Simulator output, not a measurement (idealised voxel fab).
process module | voxel transistor to metal
cross-section cut | 160 nm wide | cells 5 nm
A cross-section is a grid of square cells, given in bands from the top down. A band is one or more rows of cells.
Each band's line starts with the height of the band's top and of its bottom, in nm. Then come its materials from left to right, each with its width in nm. One material with "throughout" fills the band from edge to edge. "air" is empty space.
Height 0 is the level under which the wafer as received is all one material. The lowest band goes on downwards, as in "0 down".
A width such as "30 to 40" changes by the same amount from each row of cells to the next, from the band's top row to its bottom row.
"no change" after a step means that no cell of the cross-section changed.
closed voids: empty space of 8 cells or more with no open way to the top, each as width x height at its distance from the left edge, in nm
after a step's settings: what the simulator itself notes on the step
overlay nm, on a step with a mask: how far to the right of its planned place the mask lay; to the left if negative
plan
1 op RECEIVE | material Si
2 op CONFORMAL_DEP | material SiO2 | thk nm 5
3 op CONFORMAL_DEP | material SiN | thk nm 15
4 op PATTERN | tone cover | mask id ACTIVE | material resist | width nm 95 | thk nm 15 | overlay nm 0
5 op DIRECTIONAL_ETCH | etch materials SiN | depth nm 15
6 op DIRECTIONAL_ETCH | etch materials SiO2 | depth nm 5
7 op DIRECTIONAL_ETCH | etch materials Si | depth nm 20
8 op STRIP | etch materials resist
9 op FILL_DEP | material SiO2 | thk nm 15
10 op CMP | height nm 20
11 op SELECTIVE_ETCH | etch materials SiO2 | depth nm 10
12 op STRIP | etch materials SiN
13 op SELECTIVE_ETCH | etch materials SiO2 | depth nm 5
14 op OXIDIZE | depth nm 5
15 op DIRECTIONAL_DEP | material polySi | thk nm 25
16 op DIRECTIONAL_DEP | material SiCN | thk nm 15
17 op PATTERN | tone cover | mask id GATE | material resist | width nm 25 | thk nm 15 | overlay nm 0
18 op DIRECTIONAL_ETCH | etch materials SiCN | depth nm 25
19 op DIRECTIONAL_ETCH | etch materials polySi | depth nm 35
20 op STRIP | etch materials resist
21 op CONFORMAL_DEP | material SiO2 | thk nm 5
22 op DIRECTIONAL_ETCH | etch materials SiO2 | depth nm 5
23 op CONFORMAL_DEP | material SiN | thk nm 5
24 op DIRECTIONAL_ETCH | etch materials SiN | depth nm 5
25 op DIRECTIONAL_ETCH | etch materials SiO2 | depth nm 5
26 op DIRECTIONAL_ETCH | etch materials Si | depth nm 15
27 op EPI | material SiGe | thk nm 15
28 op FILL_DEP | material SiO2 | thk nm 5
29 op CMP | height nm 25
30 op STRIP | etch materials polySi
31 op SELECTIVE_ETCH | etch materials SiO2 | depth nm 5
32 op CONFORMAL_DEP | material HfO2 | thk nm 5
33 op CONFORMAL_DEP | material TiN | thk nm 5
34 op FILL_DEP | material W | thk nm 5
35 op CMP | height nm 20
36 op DIRECTIONAL_DEP | material SiO2 | thk nm 15
37 op PATTERN | tone open | mask id CONTACT | material resist | width nm 15 | pitch nm 70 | thk nm 20 | overlay nm 0
38 op DIRECTIONAL_ETCH | etch materials SiO2 | depth nm 25
39 op STRIP | etch materials resist
40 op CONFORMAL_DEP | material TiN | thk nm 5
41 op FILL_DEP | material Ru | thk nm 10
42 op CMP | height nm 35
43 op DIRECTIONAL_DEP | material TiN | thk nm 5
44 op DIRECTIONAL_DEP | material W | thk nm 25
45 op PATTERN | tone cover | mask id METAL_1 | material resist | width nm 15 | pitch nm 70 | thk nm 20 | overlay nm 0
46 op DIRECTIONAL_ETCH | etch materials W | depth nm 25
47 op DIRECTIONAL_ETCH | etch materials TiN | depth nm 5
48 op STRIP | etch materials resist
49 op FILL_DEP | material SiO2 | thk nm 5
50 op CMP | height nm 65
51 op CONFORMAL_DEP | material SiCN | thk nm 5
52 op DIRECTIONAL_DEP | material SiO2 | thk nm 30
53 op PATTERN | tone open | mask id METAL_2 | material resist | width nm 15 | pitch nm 70 | thk nm 20 | overlay nm 0
54 op DIRECTIONAL_ETCH | etch materials SiO2 | depth nm 20
55 op STRIP | etch materials resist
56 op MASKED_ETCH | tone open | mask id METAL_2_HOLES | width nm 15 | pitch nm 70 | etch materials SiO2 | depth nm 10 | overlay nm 0
57 op MASKED_ETCH | tone open | mask id METAL_2_HOLES | width nm 15 | pitch nm 70 | etch materials SiCN | depth nm 5 | overlay nm 0
58 op CONFORMAL_DEP | material TiN | thk nm 5
59 op FILL_DEP | material Ru | thk nm 5
60 op CMP | height nm 100
61 op CONFORMAL_DEP | material SiCN | thk nm 5
as received, after step 1
  0 down: Si throughout
  closed voids: none
a wafer at the end: this start, this plan, one mistake
  105 to 100: SiCN throughout
  100 to 70: SiO2 35 | SiN 5 | Ru 5 | SiN 5 | SiO2 55 | SiN 5 | Ru 5 | SiN 5 | SiO2 40
  70 to 65: SiCN 35 | SiN 15 | SiCN 55 | SiN 15 | SiCN 40
  65 to 40: SiO2 35 | W 15 | SiO2 55 | W 15 | SiO2 40
  40 to 35: SiO2 35 | TiN 15 | SiO2 55 | TiN 15 | SiO2 40
  35 to 20: SiO2 35 | TiN 5 | Ru 5 | TiN 5 | SiO2 55 | TiN 5 | Ru 5 | TiN 5 | SiO2 40
  20 to 15: SiO2 35 | TiN 5 | Ru 5 | TiN 5 | SiO2 5 | SiN 5 | HfO2 5 | TiN 5 | W 15 | TiN 5 | HfO2 5 | SiN 5 | SiO2 5 | TiN 5 | Ru 5 | TiN 5 | SiO2 40
  15 to 10: SiO2 35 | TiN 15 | SiO2 5 | SiN 5 | HfO2 5 | TiN 5 | W 15 | TiN 5 | HfO2 5 | SiN 5 | SiO2 5 | TiN 15 | SiO2 40
  10 to 5: SiO2 30 | SiGe 25 | SiN 5 | HfO2 5 | TiN 5 | W 15 | TiN 5 | HfO2 5 | SiN 5 | SiGe 25 | SiO2 35
  5 to 0: SiO2 30 | SiN 5 | SiGe 20 | SiN 5 | HfO2 5 | TiN 25 | HfO2 5 | SiN 5 | SiGe 20 | SiN 5 | SiO2 35
  0 to -5: SiO2 35 | SiGe 20 | SiO2 5 | HfO2 35 | SiO2 5 | SiGe 20 | SiO2 40
  -5 to -20: SiO2 30 | Si 5 | SiGe 20 | Si 45 | SiGe 20 | Si 5 | SiO2 35
  -20 down: Si throughout
  closed voids: none
what went wrong: step 58 ran as: op CONFORMAL_DEP | material SiN | thk nm 5
